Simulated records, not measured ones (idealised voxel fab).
Name of the process module below: voxel air gaps
Each square cell in cross-section cut measures 5 nm, and the section as a whole is 270 nm wide.
A cross-section is a grid of square cells, given in bands from the top down. A band is one or more rows of cells.
What a band's entry tells you: where the top is and where the bottom is, as heights in nm, and after that what lies inside, material by material from left to right, each with its width in nm. Empty space is written as the word "empty", and a single material marked with the word "all across" occupies the band from edge to edge.
Measure heights from 0. That's the level where, below it, the as-received wafer is all one material. The lowest band is bottomless and extends downward; write it as in "from 0 down".
A width such as "30->40" changes by the same amount from each row of cells to the next, from the band's top row to its bottom row.
A step reported as "remains unaltered" is a step in which no cell of the cross-section changed.
The list in "Voids, fully enclosed" covers empty spaces of 8 cells or more that cannot reach the top through any open way, and it gives each as width x height at distance; the distance is from the left edge, and width, height and distance are in nm.
Text after the settings on a step's line: the simulator's own remark on that step.
"overlay nm", when on a step's line for a step with a mask, measures how far to the right of its planned place the mask lay; a negative measure means to the left.
Process steps foreseen in the plan:
1) RECEIVE [material Si]
2) CONFORMAL_DEP [material SiO2] [thk nm 15]
3) CONFORMAL_DEP [material SiN] [thk nm 5]
4) DIRECTIONAL_DEP [material lowk] [thk nm 30]
5) PATTERN [tone open] [mask id LINES] [material resist] [width nm 25] [pitch nm 50] [thk nm 15] [overlay nm 0]
6) DIRECTIONAL_ETCH [etch materials lowk] [depth nm 30]
7) STRIP [etch materials resist]
8) CONFORMAL_DEP [material TiN] [thk nm 5]
9) FILL_DEP [material Cu] [thk nm 10]
10) CMP [height nm 50]
11) EPI [material Ru] [thk nm 10]
12) SELECTIVE_ETCH [etch materials lowk] [depth nm 40]
13) CONFORMAL_DEP [material SiCN] [thk nm 5]
Here's what the wafer looked like in cross-section when it arrived - that's after step 1:
- from 0 down  Si all across
- Voids, fully enclosed: none
Looking at the first of two wafers in cross-section at end of module - ran to plan:
- from 65 to 60  empty 30 | SiCN 205 | empty 35
- from 60 to 50  empty 30 | SiCN 5 | Ru 45 | SiCN 5 | Ru 45 | SiCN 5 | Ru 45 | SiCN 5 | Ru 45 | SiCN 5 | empty 35
- from 50 to 45  empty 30 | SiCN 15 | TiN 5 | Cu 15 | TiN 5 | SiCN 25 | TiN 5 | Cu 15 | TiN 5 | SiCN 25 | TiN 5 | Cu 15 | TiN 5 | SiCN 25 | TiN 5 | Cu 15 | TiN 5 | SiCN 15 | empty 35
- from 45 to 25  empty 40 | SiCN 5 | TiN 5 | Cu 15 | TiN 5 | SiCN 5 | empty 15 | SiCN 5 | TiN 5 | Cu 15 | TiN 5 | SiCN 5 | empty 15 | SiCN 5 | TiN 5 | Cu 15 | TiN 5 | SiCN 5 | empty 15 | SiCN 5 | TiN 5 | Cu 15 | TiN 5 | SiCN 5 | empty 45
- from 25 to 20  SiCN 45 | TiN 25 | SiCN 25 | TiN 25 | SiCN 25 | TiN 25 | SiCN 25 | TiN 25 | SiCN 50
- from 20 to 15  SiN all across
- from 15 to 0  SiO2 all across
- from 0 down  Si all across
- Voids, fully enclosed: 15 x 20 at 75; 15 x 20 at 125; 15 x 20 at 175
Second of two wafers, module complete, sectioned: it shares the first wafer's start and plan but was run with one mistake:
- from 65 to 60  empty 30 | SiCN 210 | empty 30
- from 60 to 50  empty 30 | SiCN 5 | Ru 200 | SiCN 5 | empty 30
- from 50 to 45  empty 30 | SiCN 15 | TiN 5 | Cu 20 | TiN 5 | lowk 20 | TiN 5 | Cu 20 | TiN 5 | lowk 20 | TiN 5 | Cu 20 | TiN 5 | lowk 20 | TiN 5 | Cu 20 | TiN 5 | SiCN 15 | empty 30
- from 45 to 25  empty 40 | SiCN 5 | TiN 5 | Cu 20 | TiN 5 | lowk 20 | TiN 5 | Cu 20 | TiN 5 | lowk 20 | TiN 5 | Cu 20 | TiN 5 | lowk 20 | TiN 5 | Cu 20 | TiN 5 | SiCN 5 | empty 40
- from 25 to 20  SiCN 45 | TiN 30 | lowk 20 | TiN 30 | lowk 20 | TiN 30 | lowk 20 | TiN 30 | SiCN 45
- from 20 to 15  SiN all across
- from 15 to 0  SiO2 all across
- from 0 down  Si all across
- Voids, fully enclosed: none
Plan not followed: step 5 ran differently from the plan; actual operation with settings: PATTERN [tone open] [mask id LINES] [material resist] [width nm 30] [pitch nm 50] [thk nm 15] [overlay nm 0]
In the final state, the cell counts of the second wafer exceed or fall short of those of the first for the following materials: +20 Cu, +8 Ru, -60 SiCN, +4 TiN, +72 lowk
Upon completion, the first wafer exhibits 3 closed voids and the second wafer exhibits 0.
